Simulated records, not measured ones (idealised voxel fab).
Process module in this document: voxel ribs on slabs
Cross-sectional view cut (width: 270 nm; square cell size: 5 nm).
Cross-section spec: square-cell grid; bands listed top down; each band is one or more rows.
The entry gives the band's vertical extent as a top height and a bottom height in nm, then its horizontal make-up as materials from left to right, each with a width in nm. "air" stands for empty space; a single material marked "full width" fills the band edge to edge.
Height datum 0, below which the as-received substrate wafer is one material. Lowest band open at the bottom, running downward: "z 0 and below".
Width: "30..40" (first number = top row, second number = bottom row, same change from row to row of cells).
You'll sometimes find "nothing different" written for a step, and that's the way of saying that nowhere in the cross-section did a cell change during that step.
"Entrapped void list": empty spaces of 8 cells or more with no open way to the top, each given as width x height at distance, distance from the left edge, all in nm.
Where a step's line continues beyond its settings, the continuation is a remark by the simulator itself on that step.
overlay nm: where the mask lay relative to plan, measured to the right, on steps with a mask; negatives go left.

-- Below is the list of planned process steps
| 1 | op RECEIVE | material Si |
| 2 | op DIRECTIONAL_DEP | material SiO2 | thk nm 20 |
| 3 | op DIRECTIONAL_DEP | material SiN | thk nm 15 |
| 4 | op MASKED_ETCH | tone cover | mask id RIB | width nm 15 | etch materials SiN | depth nm 5 | overlay nm 0 |
| 5 | op DIRECTIONAL_DEP | material aC | thk nm 10 |
| 6 | op PATTERN | tone cover | mask id SLAB | material resist | width nm 65 | thk nm 30 | overlay nm 0 |
| 7 | op DIRECTIONAL_ETCH | etch materials aC | depth nm 10 |
| 8 | op STRIP | etch materials resist |
| 9 | op DIRECTIONAL_ETCH | etch materials SiN | depth nm 10 |
| 10 | op STRIP | etch materials aC |
| 11 | op FILL_DEP | material SiO2 | thk nm 20 |
| 12 | op CMP | height nm 50 |
| 13 | op DIRECTIONAL_DEP | material W | thk nm 5 |
| 14 | op PATTERN | tone cover | mask id HEATER | material resist | width nm 25 | thk nm 20 | overlay nm 0 |
| 15 | op DIRECTIONAL_ETCH | etch materials W | depth nm 5 |
| 16 | op STRIP | etch materials resist |
| 17 | op CONFORMAL_DEP | material SiO2 | thk nm 10 |

-- Shown in cross-section is the wafer as received, that is, as it stands after step 1
  z 0 and below  Si full width
  Entrapped void list: none

-- Cross-section: first of two wafers, module finished, run according to plan
  z 65 to 60  air (110); SiO2 (45); air (115)
  z 60 to 55  SiO2 full width
  z 55 to 50  SiO2 (120); W (25); SiO2 (125)
  z 50 to 35  SiO2 full width
  z 35 to 30  SiO2 (125); SiN (15); SiO2 (130)
  z 30 to 20  SiO2 (100); SiN (65); SiO2 (105)
  z 20 to 0  SiO2 full width
  z 0 and below  Si full width
  Entrapped void list: none

-- Here's the second of our two wafers sectioned at module end. Same start as the first, same plan, but one mistake got made running it
  z 65 to 60  air (115); SiO2 (40); air (115)
  z 60 to 55  SiO2 full width
  z 55 to 50  SiO2 (125); W (20); SiO2 (125)
  z 50 to 35  SiO2 full width
  z 35 to 30  SiO2 (125); SiN (15); SiO2 (130)
  z 30 to 20  SiO2 (100); SiN (65); SiO2 (105)
  z 20 to 0  SiO2 full width
  z 0 and below  Si full width
  Entrapped void list: none
What was the processing mistake? off-plan run, step 14, actual operation and settings op PATTERN | tone cover | mask id HEATER | material resist | width nm 20 | thk nm 20 | overlay nm 0
Final tally in cells, some materials are higher or lower on the second wafer than on the first: W: 1 fewer
